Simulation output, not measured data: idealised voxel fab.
process module | voxel gate over fins
cross-section cut | 230 nm wide | cells 5 nm
A cross-section is a grid of square cells, given in bands from the top down. A band is one or more rows of cells.
Each band's line starts with the height of the band's top and of its bottom, in nm. Then come its materials from left to right, each with its width in nm. One material with "throughout" fills the band from edge to edge. "air" is empty space.
Height 0 is the level under which the wafer as received is all one material. The lowest band goes on downwards, as in "0 down".
A width such as "30 to 40" changes by the same amount from each row of cells to the next, from the band's top row to its bottom row.
"no change" after a step means that no cell of the cross-section changed.
closed voids: empty space of 8 cells or more with no open way to the top, each as width x height at its distance from the left edge, in nm
after a step's settings: what the simulator itself notes on the step
overlay nm, on a step with a mask: how far to the right of its planned place the mask lay; to the left if negative
Each pair below shows a cross-section before one step and the cross-section after it, down to the lowest band that changed. The line under each pair gives the step between them, with its settings. The pairs can come from different runs of this module on the same starting wafer, so a pair continues from the pair above only where its "before" says so.
before
  0 down: Si throughout
  closed voids: none
after
  10 to 0: SiN throughout
  below 0: unchanged
  closed voids: none
the step between: op CONFORMAL_DEP | material SiN | thk nm 10
before: the cross-section after the pair above
after
  10 to 0: air 85 | SiN 15 | air 25 | SiN 15 | air 90
  below 0: unchanged
  closed voids: none
the step between: op MASKED_ETCH | tone cover | mask id FINS | width nm 15 | pitch nm 40 | etch materials SiN | depth nm 10 | overlay nm 0
before: the cross-section after the pair above
after
  10 to 0: air 85 | SiN 15 | air 25 | SiN 15 | air 90
  0 to -30: air 85 | Si 15 | air 25 | Si 15 | air 90
  below -30: unchanged
  closed voids: none
the step between: op MASKED_ETCH | tone cover | mask id FINS | width nm 15 | pitch nm 40 | etch materials Si | depth nm 30 | overlay nm 0
before: the cross-section after the pair above
after
  10 to 0: air 85 | SiN 15 | air 25 | SiN 15 | air 90
  0 to -30: air 85 | SiO2 5 | Si 5 | SiO2 5 | air 25 | SiO2 5 | Si 5 | SiO2 5 | air 90
  -30 to -35: SiO2 90 | Si 5 | SiO2 35 | Si 5 | SiO2 95
  below -35: unchanged
  closed voids: none
the step between: op OXIDIZE | depth nm 5
before: the cross-section after the pair above
after
  15 to 10: SiO2 throughout
  10 to 0: SiO2 85 | SiN 15 | SiO2 25 | SiN 15 | SiO2 90
  0 to -35: SiO2 90 | Si 5 | SiO2 35 | Si 5 | SiO2 95
  below -35: unchanged
  closed voids: none
the step between: op FILL_DEP | material SiO2 | thk nm 5
before: the cross-section after the pair above
after
  10 to 0: SiO2 85 | SiN 15 | SiO2 25 | SiN 15 | SiO2 90
  below 0: unchanged
  closed voids: none
the step between: op CMP | height nm 10
before: the cross-section after the pair above
after
  10 to 0: air 85 | SiN 15 | air 25 | SiN 15 | air 90
  0 to -15: air 90 | Si 5 | air 35 | Si 5 | air 95
  below -15: unchanged
  closed voids: none
the step between: op SELECTIVE_ETCH | etch materials SiO2 | depth nm 25
before: the cross-section after the pair above
after
  0 to -15: air 90 | Si 5 | air 35 | Si 5 | air 95
  below -15: unchanged
  closed voids: none
the step between: op STRIP | etch materials SiN
before: the cross-section after the pair above
after
  5 to 0: air 85 | HfO2 15 | air 25 | HfO2 15 | air 90
  0 to -10: air 85 | HfO2 5 | Si 5 | HfO2 5 | air 25 | HfO2 5 | Si 5 | HfO2 5 | air 90
  -10 to -15: HfO2 90 | Si 5 | HfO2 35 | Si 5 | HfO2 95
  below -15: unchanged
  closed voids: none
the step between: op CONFORMAL_DEP | material HfO2 | thk nm 5
before: the cross-section after the pair above
after
  10 to 5: air 80 | TiN 25 | air 15 | TiN 25 | air 85
  5 to 0: air 80 | TiN 5 | HfO2 15 | TiN 5 | air 15 | TiN 5 | HfO2 15 | TiN 5 | air 85
  0 to -5: air 80 | TiN 5 | HfO2 5 | Si 5 | HfO2 5 | TiN 5 | air 15 | TiN 5 | HfO2 5 | Si 5 | HfO2 5 | TiN 5 | air 85
  -5 to -10: TiN 85 | HfO2 5 | Si 5 | HfO2 5 | TiN 25 | HfO2 5 | Si 5 | HfO2 5 | TiN 90
  below -10: unchanged
  closed voids: none
the step between: op CONFORMAL_DEP | material TiN | thk nm 5
before: the cross-section after the pair above
after
  20 to 10: W throughout
  10 to 5: W 80 | TiN 25 | W 15 | TiN 25 | W 85
  5 to 0: W 80 | TiN 5 | HfO2 15 | TiN 5 | W 15 | TiN 5 | HfO2 15 | TiN 5 | W 85
  0 to -5: W 80 | TiN 5 | HfO2 5 | Si 5 | HfO2 5 | TiN 5 | W 15 | TiN 5 | HfO2 5 | Si 5 | HfO2 5 | TiN 5 | W 85
  below -5: unchanged
  closed voids: none
the step between: op FILL_DEP | material W | thk nm 10
before: the cross-section after the pair above
after
  15 to 10: W throughout
  below 10: unchanged
  closed voids: none
the step between: op CMP | height nm 15
before: the cross-section after the pair above
after
  25 to 15: SiCN throughout
  below 15: unchanged
  closed voids: none
the step between: op CONFORMAL_DEP | material SiCN | thk nm 10
before
  0 to -15: air 90 | Si 5 | air 35 | Si 5 | air 95
  -15 to -35: SiO2 90 | Si 5 | SiO2 35 | Si 5 | SiO2 95
  -35 down: Si throughout
  closed voids: none
after
  5 to 0: air 85 | TiN 15 | air 25 | TiN 15 | air 90
  0 to -10: air 85 | TiN 5 | Si 5 | TiN 5 | air 25 | TiN 5 | Si 5 | TiN 5 | air 90
  -10 to -15: TiN 90 | Si 5 | TiN 35 | Si 5 | TiN 95
  below -15: unchanged
  closed voids: none
the step between: op CONFORMAL_DEP | material TiN | thk nm 5
before: the cross-section after the pair above
after
  15 to 5: W throughout
  5 to 0: W 85 | TiN 15 | W 25 | TiN 15 | W 90
  0 to -10: W 85 | TiN 5 | Si 5 | TiN 5 | W 25 | TiN 5 | Si 5 | TiN 5 | W 90
  below -10: unchanged
  closed voids: none
the step between: op FILL_DEP | material W | thk nm 10
before: the cross-section after the pair above
after
  25 to 15: SiCN throughout
  below 15: unchanged
  closed voids: none
the step between: op CONFORMAL_DEP | material SiCN | thk nm 10
before
  10 to 0: air 85 | SiN 15 | air 25 | SiN 15 | air 90
  0 to -15: air 90 | Si 5 | air 35 | Si 5 | air 95
  -15 to -35: SiO2 90 | Si 5 | SiO2 35 | Si 5 | SiO2 95
  -35 down: Si throughout
  closed voids: none
after
  10 to 0: air 85 | SiN 15 | air 25 | SiN 15 | air 90
  0 to -35: air 90 | Si 5 | air 35 | Si 5 | air 95
  below -35: unchanged
  closed voids: none
the step between: op SELECTIVE_ETCH | etch materials SiO2 | depth nm 25
before: the cross-section after the pair above
after
  0 to -35: air 90 | Si 5 | air 35 | Si 5 | air 95
  below -35: unchanged
  closed voids: none
the step between: op STRIP | etch materials SiN
before: the cross-section after the pair above
after
  5 to 0: air 85 | HfO2 15 | air 25 | HfO2 15 | air 90
  0 to -30: air 85 | HfO2 5 | Si 5 | HfO2 5 | air 25 | HfO2 5 | Si 5 | HfO2 5 | air 90
  -30 to -35: HfO2 90 | Si 5 | HfO2 35 | Si 5 | HfO2 95
  below -35: unchanged
  closed voids: none
the step between: op CONFORMAL_DEP | material HfO2 | thk nm 5
before: the cross-section after the pair above
after
  10 to 5: air 80 | TiN 25 | air 15 | TiN 25 | air 85
  5 to 0: air 80 | TiN 5 | HfO2 15 | TiN 5 | air 15 | TiN 5 | HfO2 15 | TiN 5 | air 85
  0 to -25: air 80 | TiN 5 | HfO2 5 | Si 5 | HfO2 5 | TiN 5 | air 15 | TiN 5 | HfO2 5 | Si 5 | HfO2 5 | TiN 5 | air 85
  -25 to -30: TiN 85 | HfO2 5 | Si 5 | HfO2 5 | TiN 25 | HfO2 5 | Si 5 | HfO2 5 | TiN 90
  below -30: unchanged
  closed voids: none
the step between: op CONFORMAL_DEP | material TiN | thk nm 5
before: the cross-section after the pair above
after
  20 to 10: W throughout
  10 to 5: W 80 | TiN 25 | W 15 | TiN 25 | W 85
  5 to 0: W 80 | TiN 5 | HfO2 15 | TiN 5 | W 15 | TiN 5 | HfO2 15 | TiN 5 | W 85
  0 to -25: W 80 | TiN 5 | HfO2 5 | Si 5 | HfO2 5 | TiN 5 | W 15 | TiN 5 | HfO2 5 | Si 5 | HfO2 5 | TiN 5 | W 85
  below -25: unchanged
  closed voids: none
the step between: op FILL_DEP | material W | thk nm 10
before: the cross-section after the pair above
after
  15 to 10: W throughout
  below 10: unchanged
  closed voids: none
the step between: op CMP | height nm 15
before: the cross-section after the pair above
after
  25 to 15: SiCN throughout
  below 15: unchanged
  closed voids: none
the step between: op CONFORMAL_DEP | material SiCN | thk nm 10
before
  10 to 0: SiO2 85 | SiN 15 | SiO2 25 | SiN 15 | SiO2 90
  0 to -35: SiO2 90 | Si 5 | SiO2 35 | Si 5 | SiO2 95
  -35 down: Si throughout
  closed voids: none
after
  10 to 0: SiO2 85 | air 15 | SiO2 25 | air 15 | SiO2 90
  below 0: unchanged
  closed voids: none
the step between: op STRIP | etch materials SiN
before: the cross-section after the pair above
after
  0 to -15: air 90 | Si 5 | air 35 | Si 5 | air 95
  -15 to -25: SiO2 60 | air 30 | Si 5 | air 35 | Si 5 | air 30 | SiO2 65
  below -25: unchanged
  closed voids: none
the step between: op SELECTIVE_ETCH | etch materials SiO2 | depth nm 25
before: the cross-section after the pair above
after
  5 to 0: air 85 | HfO2 15 | air 25 | HfO2 15 | air 90
  0 to -10: air 85 | HfO2 5 | Si 5 | HfO2 5 | air 25 | HfO2 5 | Si 5 | HfO2 5 | air 90
  -10 to -15: HfO2 65 | air 20 | HfO2 5 | Si 5 | HfO2 5 | air 25 | HfO2 5 | Si 5 | HfO2 5 | air 20 | HfO2 70
  -15 to -20: SiO2 60 | HfO2 5 | air 20 | HfO2 5 | Si 5 | HfO2 5 | air 25 | HfO2 5 | Si 5 | HfO2 5 | air 20 | HfO2 5 | SiO2 65
  -20 to -25: SiO2 60 | HfO2 30 | Si 5 | HfO2 35 | Si 5 | HfO2 30 | SiO2 65
  below -25: unchanged
  closed voids: none
the step between: op CONFORMAL_DEP | material HfO2 | thk nm 5
before: the cross-section after the pair above
after
  10 to 5: air 80 | TiN 25 | air 15 | TiN 25 | air 85
  5 to 0: air 80 | TiN 5 | HfO2 15 | TiN 5 | air 15 | TiN 5 | HfO2 15 | TiN 5 | air 85
  0 to -5: air 80 | TiN 5 | HfO2 5 | Si 5 | HfO2 5 | TiN 5 | air 15 | TiN 5 | HfO2 5 | Si 5 | HfO2 5 | TiN 5 | air 85
  -5 to -10: TiN 70 | air 10 | TiN 5 | HfO2 5 | Si 5 | HfO2 5 | TiN 5 | air 15 | TiN 5 | HfO2 5 | Si 5 | HfO2 5 | TiN 5 | air 10 | TiN 75
  -10 to -15: HfO2 65 | TiN 5 | air 10 | TiN 5 | HfO2 5 | Si 5 | HfO2 5 | TiN 5 | air 15 | TiN 5 | HfO2 5 | Si 5 | HfO2 5 | TiN 5 | air 10 | TiN 5 | HfO2 70
  -15 to -20: SiO2 60 | HfO2 5 | TiN 20 | HfO2 5 | Si 5 | HfO2 5 | TiN 25 | HfO2 5 | Si 5 | HfO2 5 | TiN 20 | HfO2 5 | SiO2 65
  below -20: unchanged
  closed voids: none
the step between: op CONFORMAL_DEP | material TiN | thk nm 5
before: the cross-section after the pair above
after
  20 to 10: W throughout
  10 to 5: W 80 | TiN 25 | W 15 | TiN 25 | W 85
  5 to 0: W 80 | TiN 5 | HfO2 15 | TiN 5 | W 15 | TiN 5 | HfO2 15 | TiN 5 | W 85
  0 to -5: W 80 | TiN 5 | HfO2 5 | Si 5 | HfO2 5 | TiN 5 | W 15 | TiN 5 | HfO2 5 | Si 5 | HfO2 5 | TiN 5 | W 85
  -5 to -10: TiN 70 | W 10 | TiN 5 | HfO2 5 | Si 5 | HfO2 5 | TiN 5 | W 15 | TiN 5 | HfO2 5 | Si 5 | HfO2 5 | TiN 5 | W 10 | TiN 75
  -10 to -15: HfO2 65 | TiN 5 | W 10 | TiN 5 | HfO2 5 | Si 5 | HfO2 5 | TiN 5 | W 15 | TiN 5 | HfO2 5 | Si 5 | HfO2 5 | TiN 5 | W 10 | TiN 5 | HfO2 70
  below -15: unchanged
  closed voids: none
the step between: op FILL_DEP | material W | thk nm 10
before: the cross-section after the pair above
after
  15 to 10: W throughout
  below 10: unchanged
  closed voids: none
the step between: op CMP | height nm 15
before: the cross-section after the pair above
after
  25 to 15: SiCN throughout
  below 15: unchanged
  closed voids: none
the step between: op CONFORMAL_DEP | material SiCN | thk nm 10
before
  10 to 0: air 85 | SiN 15 | air 25 | SiN 15 | air 90
  0 down: Si throughout
  closed voids: none
after
  10 to 0: air 85 | SiN 15 | air 25 | SiN 15 | air 90
  0 to -20: air 85 | Si 15 | air 25 | Si 15 | air 90
  below -20: unchanged
  closed voids: none
the step between: op MASKED_ETCH | tone cover | mask id FINS | width nm 15 | pitch nm 40 | etch materials Si | depth nm 20 | overlay nm 0
before: the cross-section after the pair above
after
  10 to 0: air 85 | SiN 15 | air 25 | SiN 15 | air 90
  0 to -20: air 85 | SiO2 5 | Si 5 | SiO2 5 | air 25 | SiO2 5 | Si 5 | SiO2 5 | air 90
  -20 to -25: SiO2 90 | Si 5 | SiO2 35 | Si 5 | SiO2 95
  below -25: unchanged
  closed voids: none
the step between: op OXIDIZE | depth nm 5
before: the cross-section after the pair above
after
  15 to 10: SiO2 throughout
  10 to 0: SiO2 85 | SiN 15 | SiO2 25 | SiN 15 | SiO2 90
  0 to -25: SiO2 90 | Si 5 | SiO2 35 | Si 5 | SiO2 95
  below -25: unchanged
  closed voids: none
the step between: op FILL_DEP | material SiO2 | thk nm 5
before: the cross-section after the pair above
after
  10 to 0: SiO2 85 | SiN 15 | SiO2 25 | SiN 15 | SiO2 90
  below 0: unchanged
  closed voids: none
the step between: op CMP | height nm 10
before: the cross-section after the pair above
after
  10 to 0: air 85 | SiN 15 | air 25 | SiN 15 | air 90
  0 to -15: air 90 | Si 5 | air 35 | Si 5 | air 95
  below -15: unchanged
  closed voids: none
the step between: op SELECTIVE_ETCH | etch materials SiO2 | depth nm 25
before: the cross-section after the pair above
after
  0 to -15: air 90 | Si 5 | air 35 | Si 5 | air 95
  below -15: unchanged
  closed voids: none
the step between: op STRIP | etch materials SiN
before: the cross-section after the pair above
after
  5 to 0: air 85 | HfO2 15 | air 25 | HfO2 15 | air 90
  0 to -10: air 85 | HfO2 5 | Si 5 | HfO2 5 | air 25 | HfO2 5 | Si 5 | HfO2 5 | air 90
  -10 to -15: HfO2 90 | Si 5 | HfO2 35 | Si 5 | HfO2 95
  below -15: unchanged
  closed voids: none
the step between: op CONFORMAL_DEP | material HfO2 | thk nm 5
before: the cross-section after the pair above
after
  10 to 5: air 80 | TiN 25 | air 15 | TiN 25 | air 85
  5 to 0: air 80 | TiN 5 | HfO2 15 | TiN 5 | air 15 | TiN 5 | HfO2 15 | TiN 5 | air 85
  0 to -5: air 80 | TiN 5 | HfO2 5 | Si 5 | HfO2 5 | TiN 5 | air 15 | TiN 5 | HfO2 5 | Si 5 | HfO2 5 | TiN 5 | air 85
  -5 to -10: TiN 85 | HfO2 5 | Si 5 | HfO2 5 | TiN 25 | HfO2 5 | Si 5 | HfO2 5 | TiN 90
  below -10: unchanged
  closed voids: none
the step between: op CONFORMAL_DEP | material TiN | thk nm 5
before: the cross-section after the pair above
after
  20 to 10: W throughout
  10 to 5: W 80 | TiN 25 | W 15 | TiN 25 | W 85
  5 to 0: W 80 | TiN 5 | HfO2 15 | TiN 5 | W 15 | TiN 5 | HfO2 15 | TiN 5 | W 85
  0 to -5: W 80 | TiN 5 | HfO2 5 | Si 5 | HfO2 5 | TiN 5 | W 15 | TiN 5 | HfO2 5 | Si 5 | HfO2 5 | TiN 5 | W 85
  below -5: unchanged
  closed voids: none
the step between: op FILL_DEP | material W | thk nm 10
before: the cross-section after the pair above
after
  15 to 10: W throughout
  below 10: unchanged
  closed voids: none
the step between: op CMP | height nm 15
before: the cross-section after the pair above
after
  25 to 15: SiCN throughout
  below 15: unchanged
  closed voids: none
the step between: op CONFORMAL_DEP | material SiCN | thk nm 10
before
  10 to 0: SiN throughout
  0 down: Si throughout
  closed voids: none
after
  10 to 0: air 85 | SiN 20 | air 20 | SiN 20 | air 85
  below 0: unchanged
  closed voids: none
the step between: op MASKED_ETCH | tone cover | mask id FINS | width nm 20 | pitch nm 40 | etch materials SiN | depth nm 10 | overlay nm 0
before: the cross-section after the pair above
after
  10 to 0: air 85 | SiN 20 | air 20 | SiN 20 | air 85
  0 to -30: air 85 | Si 20 | air 20 | Si 20 | air 85
  below -30: unchanged
  closed voids: none
the step between: op MASKED_ETCH | tone cover | mask id FINS | width nm 15 | pitch nm 40 | etch materials Si | depth nm 30 | overlay nm 0
before: the cross-section after the pair above
after
  10 to 0: air 85 | SiN 20 | air 20 | SiN 20 | air 85
  0 to -30: air 85 | SiO2 5 | Si 10 | SiO2 5 | air 20 | SiO2 5 | Si 10 | SiO2 5 | air 85
  -30 to -35: SiO2 90 | Si 10 | SiO2 30 | Si 10 | SiO2 90
  below -35: unchanged
  closed voids: none
the step between: op OXIDIZE | depth nm 5
before: the cross-section after the pair above
after
  15 to 10: SiO2 throughout
  10 to 0: SiO2 85 | SiN 20 | SiO2 20 | SiN 20 | SiO2 85
  0 to -35: SiO2 90 | Si 10 | SiO2 30 | Si 10 | SiO2 90
  below -35: unchanged
  closed voids: none
the step between: op FILL_DEP | material SiO2 | thk nm 5
before: the cross-section after the pair above
after
  10 to 0: SiO2 85 | SiN 20 | SiO2 20 | SiN 20 | SiO2 85
  below 0: unchanged
  closed voids: none
the step between: op CMP | height nm 10
before: the cross-section after the pair above
after
  10 to 0: air 85 | SiN 20 | air 20 | SiN 20 | air 85
  0 to -15: air 90 | Si 10 | air 30 | Si 10 | air 90
  below -15: unchanged
  closed voids: none
the step between: op SELECTIVE_ETCH | etch materials SiO2 | depth nm 25
before: the cross-section after the pair above
after
  0 to -15: air 90 | Si 10 | air 30 | Si 10 | air 90
  below -15: unchanged
  closed voids: none
the step between: op STRIP | etch materials SiN
before: the cross-section after the pair above
after
  5 to 0: air 85 | HfO2 20 | air 20 | HfO2 20 | air 85
  0 to -10: air 85 | HfO2 5 | Si 10 | HfO2 5 | air 20 | HfO2 5 | Si 10 | HfO2 5 | air 85
  -10 to -15: HfO2 90 | Si 10 | HfO2 30 | Si 10 | HfO2 90
  below -15: unchanged
  closed voids: none
the step between: op CONFORMAL_DEP | material HfO2 | thk nm 5
before: the cross-section after the pair above
after
  10 to 5: air 80 | TiN 30 | air 10 | TiN 30 | air 80
  5 to 0: air 80 | TiN 5 | HfO2 20 | TiN 5 | air 10 | TiN 5 | HfO2 20 | TiN 5 | air 80
  0 to -5: air 80 | TiN 5 | HfO2 5 | Si 10 | HfO2 5 | TiN 5 | air 10 | TiN 5 | HfO2 5 | Si 10 | HfO2 5 | TiN 5 | air 80
  -5 to -10: TiN 85 | HfO2 5 | Si 10 | HfO2 5 | TiN 20 | HfO2 5 | Si 10 | HfO2 5 | TiN 85
  below -10: unchanged
  closed voids: none
the step between: op CONFORMAL_DEP | material TiN | thk nm 5
before: the cross-section after the pair above
after
  20 to 10: W throughout
  10 to 5: W 80 | TiN 30 | W 10 | TiN 30 | W 80
  5 to 0: W 80 | TiN 5 | HfO2 20 | TiN 5 | W 10 | TiN 5 | HfO2 20 | TiN 5 | W 80
  0 to -5: W 80 | TiN 5 | HfO2 5 | Si 10 | HfO2 5 | TiN 5 | W 10 | TiN 5 | HfO2 5 | Si 10 | HfO2 5 | TiN 5 | W 80
  below -5: unchanged
  closed voids: none
the step between: op FILL_DEP | material W | thk nm 10
before: the cross-section after the pair above
after
  15 to 10: W throughout
  below 10: unchanged
  closed voids: none
the step between: op CMP | height nm 15
before: the cross-section after the pair above
after
  25 to 15: SiCN throughout
  below 15: unchanged
  closed voids: none
the step between: op CONFORMAL_DEP | material SiCN | thk nm 10
before
  10 to 0: SiN throughout
  0 down: Si throughout
  closed voids: none
after
  10 to 0: air 75 | SiN 15 | air 25 | SiN 15 | air 100
  below 0: unchanged
  closed voids: none
the step between: op MASKED_ETCH | tone cover | mask id FINS | width nm 15 | pitch nm 40 | etch materials SiN | depth nm 10 | overlay nm -10
before: the cross-section after the pair above
after
  10 to 0: air 75 | SiN 15 | air 25 | SiN 15 | air 100
  0 to -30: air 75 | Si 25 | air 15 | Si 25 | air 90
  below -30: unchanged
  closed voids: none
the step between: op MASKED_ETCH | tone cover | mask id FINS | width nm 15 | pitch nm 40 | etch materials Si | depth nm 30 | overlay nm 0
before: the cross-section after the pair above
after
  10 to 0: air 75 | SiN 15 | air 25 | SiN 15 | air 100
  0 to -5: air 75 | SiO2 5 | Si 5 | SiO2 15 | air 15 | SiO2 5 | Si 5 | SiO2 15 | air 90
  -5 to -30: air 75 | SiO2 5 | Si 15 | SiO2 5 | air 15 | SiO2 5 | Si 15 | SiO2 5 | air 90
  -30 to -35: SiO2 80 | Si 15 | SiO2 25 | Si 15 | SiO2 95
  below -35: unchanged
  closed voids: none
the step between: op OXIDIZE | depth nm 5
before: the cross-section after the pair above
after
  15 to 10: SiO2 throughout
  10 to 0: SiO2 75 | SiN 15 | SiO2 25 | SiN 15 | SiO2 100
  0 to -5: SiO2 80 | Si 5 | SiO2 35 | Si 5 | SiO2 105
  -5 to -35: SiO2 80 | Si 15 | SiO2 25 | Si 15 | SiO2 95
  below -35: unchanged
  closed voids: none
the step between: op FILL_DEP | material SiO2 | thk nm 5
before: the cross-section after the pair above
after
  10 to 0: SiO2 75 | SiN 15 | SiO2 25 | SiN 15 | SiO2 100
  below 0: unchanged
  closed voids: none
the step between: op CMP | height nm 10
before: the cross-section after the pair above
after
  10 to 0: air 75 | SiN 15 | air 25 | SiN 15 | air 100
  0 to -5: air 80 | Si 5 | air 35 | Si 5 | air 105
  -5 to -15: air 80 | Si 15 | air 25 | Si 15 | air 95
  below -15: unchanged
  closed voids: none
the step between: op SELECTIVE_ETCH | etch materials SiO2 | depth nm 25
before: the cross-section after the pair above
after
  0 to -5: air 80 | Si 5 | air 35 | Si 5 | air 105
  below -5: unchanged
  closed voids: none
the step between: op STRIP | etch materials SiN
before: the cross-section after the pair above
after
  5 to 0: air 75 | HfO2 15 | air 25 | HfO2 15 | air 100
  0 to -10: air 75 | HfO2 5 | Si 5 to 15 | HfO2 15 to 5 | air 15 | HfO2 5 | Si 5 to 15 | HfO2 15 to 5 | air 90
  -10 to -15: HfO2 80 | Si 15 | HfO2 25 | Si 15 | HfO2 95
  below -15: unchanged
  closed voids: none
the step between: op CONFORMAL_DEP | material HfO2 | thk nm 5
before: the cross-section after the pair above
after
  10 to 5: air 70 | TiN 25 | air 15 | TiN 25 | air 95
  5 to 0: air 70 | TiN 5 | HfO2 15 | TiN 15 | air 5 | TiN 5 | HfO2 15 | TiN 15 | air 85
  0 to -5: air 70 | TiN 5 | HfO2 5 | Si 5 | HfO2 15 | TiN 5 | air 5 | TiN 5 | HfO2 5 | Si 5 | HfO2 15 | TiN 5 | air 85
  -5 to -10: TiN 75 | HfO2 5 | Si 15 | HfO2 5 | TiN 15 | HfO2 5 | Si 15 | HfO2 5 | TiN 90
  below -10: unchanged
  closed voids: none
the step between: op CONFORMAL_DEP | material TiN | thk nm 5
before: the cross-section after the pair above
after
  20 to 10: W throughout
  10 to 5: W 70 | TiN 25 | W 15 | TiN 25 | W 95
  5 to 0: W 70 | TiN 5 | HfO2 15 | TiN 15 | W 5 | TiN 5 | HfO2 15 | TiN 15 | W 85
  0 to -5: W 70 | TiN 5 | HfO2 5 | Si 5 | HfO2 15 | TiN 5 | W 5 | TiN 5 | HfO2 5 | Si 5 | HfO2 15 | TiN 5 | W 85
  below -5: unchanged
  closed voids: none
the step between: op FILL_DEP | material W | thk nm 10
before: the cross-section after the pair above
after
  15 to 10: W throughout
  below 10: unchanged
  closed voids: none
the step between: op CMP | height nm 15
before: the cross-section after the pair above
after
  25 to 15: SiCN throughout
  below 15: unchanged
  closed voids: none
the step between: op CONFORMAL_DEP | material SiCN | thk nm 10
before
  15 to 10: W throughout
  10 to 5: W 80 | TiN 25 | W 15 | TiN 25 | W 85
  5 to 0: W 80 | TiN 5 | HfO2 15 | TiN 5 | W 15 | TiN 5 | HfO2 15 | TiN 5 | W 85
  0 to -5: W 80 | TiN 5 | HfO2 5 | Si 5 | HfO2 5 | TiN 5 | W 15 | TiN 5 | HfO2 5 | Si 5 | HfO2 5 | TiN 5 | W 85
  -5 to -10: TiN 85 | HfO2 5 | Si 5 | HfO2 5 | TiN 25 | HfO2 5 | Si 5 | HfO2 5 | TiN 90
  -10 to -15: HfO2 90 | Si 5 | HfO2 35 | Si 5 | HfO2 95
  -15 to -35: SiO2 90 | Si 5 | SiO2 35 | Si 5 | SiO2 95
  -35 down: Si throughout
  closed voids: none
after
  25 to 10: W throughout
  below 10: unchanged
  closed voids: none
the step between: op CONFORMAL_DEP | material W | thk nm 10
before
  10 to 0: SiN throughout
  0 down: Si throughout
  closed voids: none
after
  10 to 0: SiN 85 | air 15 | SiN 25 | air 15 | SiN 90
  below 0: unchanged
  closed voids: none
the step between: op MASKED_ETCH | tone open | mask id FINS | width nm 15 | pitch nm 40 | etch materials SiN | depth nm 10 | overlay nm 0
before: the cross-section after the pair above
after
  10 to 0: SiN 85 | air 15 | SiN 25 | air 15 | SiN 90
  0 to -5: Si 80 | SiO2 25 | Si 15 | SiO2 25 | Si 85
  below -5: unchanged
  closed voids: none
the step between: op OXIDIZE | depth nm 5
before: the cross-section after the pair above
after
  15 to 10: SiO2 throughout
  10 to 0: SiN 85 | SiO2 15 | SiN 25 | SiO2 15 | SiN 90
  below 0: unchanged
  closed voids: none
the step between: op FILL_DEP | material SiO2 | thk nm 5
before: the cross-section after the pair above
after
  10 to 0: SiN 85 | SiO2 15 | SiN 25 | SiO2 15 | SiN 90
  below 0: unchanged
  closed voids: none
the step between: op CMP | height nm 10
before: the cross-section after the pair above
after
  10 to 0: SiN 85 | air 15 | SiN 25 | air 15 | SiN 90
  0 to -5: Si 80 | air 25 | Si 15 | air 25 | Si 85
  below -5: unchanged
  closed voids: none
the step between: op SELECTIVE_ETCH | etch materials SiO2 | depth nm 25
before: the cross-section after the pair above
after
  0 to -5: Si 80 | air 25 | Si 15 | air 25 | Si 85
  below -5: unchanged
  closed voids: none
the step between: op STRIP | etch materials SiN
before: the cross-section after the pair above
after
  5 to 0: HfO2 85 | air 15 | HfO2 25 | air 15 | HfO2 90
  0 to -5: Si 80 | HfO2 25 | Si 15 | HfO2 25 | Si 85
  below -5: unchanged
  closed voids: none
the step between: op CONFORMAL_DEP | material HfO2 | thk nm 5
before: the cross-section after the pair above
after
  10 to 5: TiN 90 | air 5 | TiN 35 | air 5 | TiN 95
  5 to 0: HfO2 85 | TiN 15 | HfO2 25 | TiN 15 | HfO2 90
  below 0: unchanged
  closed voids: none
the step between: op CONFORMAL_DEP | material TiN | thk nm 5
before: the cross-section after the pair above
after
  20 to 10: W throughout
  10 to 5: TiN 90 | W 5 | TiN 35 | W 5 | TiN 95
  below 5: unchanged
  closed voids: none
the step between: op FILL_DEP | material W | thk nm 10
before: the cross-section after the pair above
after
  15 to 10: W throughout
  below 10: unchanged
  closed voids: none
the step between: op CMP | height nm 15
before: the cross-section after the pair above
after
  25 to 15: SiCN throughout
  below 15: unchanged
  closed voids: none
the step between: op CONFORMAL_DEP | material SiCN | thk nm 10
